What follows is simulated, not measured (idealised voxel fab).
The following process module bears the name voxel local oxidation.
Xsec cut, 295 nm wide, square cell size 5 nm.
Format of a cross-section: grid, square cells. Given as bands. Order: top down. Band: one or more rows of cells. Each band's line starts with the height of the band's top and of its bottom, in nm. Then come its materials from left to right, each with its width in nm. One material with "everywhere" fills the band from edge to edge. "empty" is empty space. Heights are measured from 0, the level below which the as-received wafer is all one material; the lowest band has no bottom and continues downward, written as in "top 0, no bottom". The width entry "30 to 40" should be interpreted row by row: the top row of cells in the band takes the first number, the bottom row takes the second number, and the change between adjacent rows is uniform throughout. Given "remained unchanged" for a step, no cell of the cross-section differs between before and after that step. "Closed void list": empty spaces of 8 cells or more with no open way to the top, each given as width x height at distance, distance from the left edge, all in nm. If you see something after the settings on a step's line, that's the simulator's own remark about that step. Each step line may optionally specify "overlay nm", which for a step with a mask gives the rightward distance between the mask's planned place and where it lay, a negative value indicating the leftward direction.
### The process steps that were planned are listed below
- 1: RECEIVE | material Si
- 2: CONFORMAL_DEP | material SiO2 | thk nm 5
- 3: CONFORMAL_DEP | material SiN | thk nm 10
- 4: DIRECTIONAL_DEP | material aC | thk nm 15
- 5: PATTERN | tone cover | mask id ACTIVE | material resist | width nm 100 | pitch nm 130 | thk nm 35 | overlay nm 0
- 6: DIRECTIONAL_ETCH | etch materials aC | depth nm 15
- 7: STRIP | etch materials resist
- 8: DIRECTIONAL_ETCH | etch materials SiN | depth nm 10
- 9: STRIP | etch materials aC
- 10: SELECTIVE_ETCH | etch materials SiO2 | depth nm 5
- 11: OXIDIZE | depth nm 10
- 12: STRIP | etch materials SiN
### Here's what the wafer looked like in cross-section when it arrived - that's after step 1
top 0, no bottom  Si everywhere
Closed void list: none
### End-of-module cross-section of the first of two wafers, processed as planned
top 5, bottom 0  35 of empty; 90 of SiO2; 40 of empty; 90 of SiO2; 40 of empty
top 0, bottom -10  45 of SiO2; 70 of Si; 60 of SiO2; 70 of Si; 50 of SiO2
top -10, no bottom  Si everywhere
Closed void list: none
### This is the second of the two wafers, cross-sectioned at the end of the module; it started exactly like the first and was given the same plan, but it was run with one mistake
top 5, bottom 0  40 of empty; 85 of SiO2; 45 of empty; 85 of SiO2; 40 of empty
top 0, bottom -10  50 of SiO2; 65 of Si; 65 of SiO2; 65 of Si; 50 of SiO2
top -10, no bottom  Si everywhere
Closed void list: none
Diagnosis: rather than as planned, step 5 actually ran as PATTERN | tone cover | mask id ACTIVE | material resist | width nm 95 | pitch nm 130 | thk nm 35 | overlay nm 0
The closing comparison, in cells, has the second wafer with more or fewer of some materials than the first: Si -4; SiO2 +2
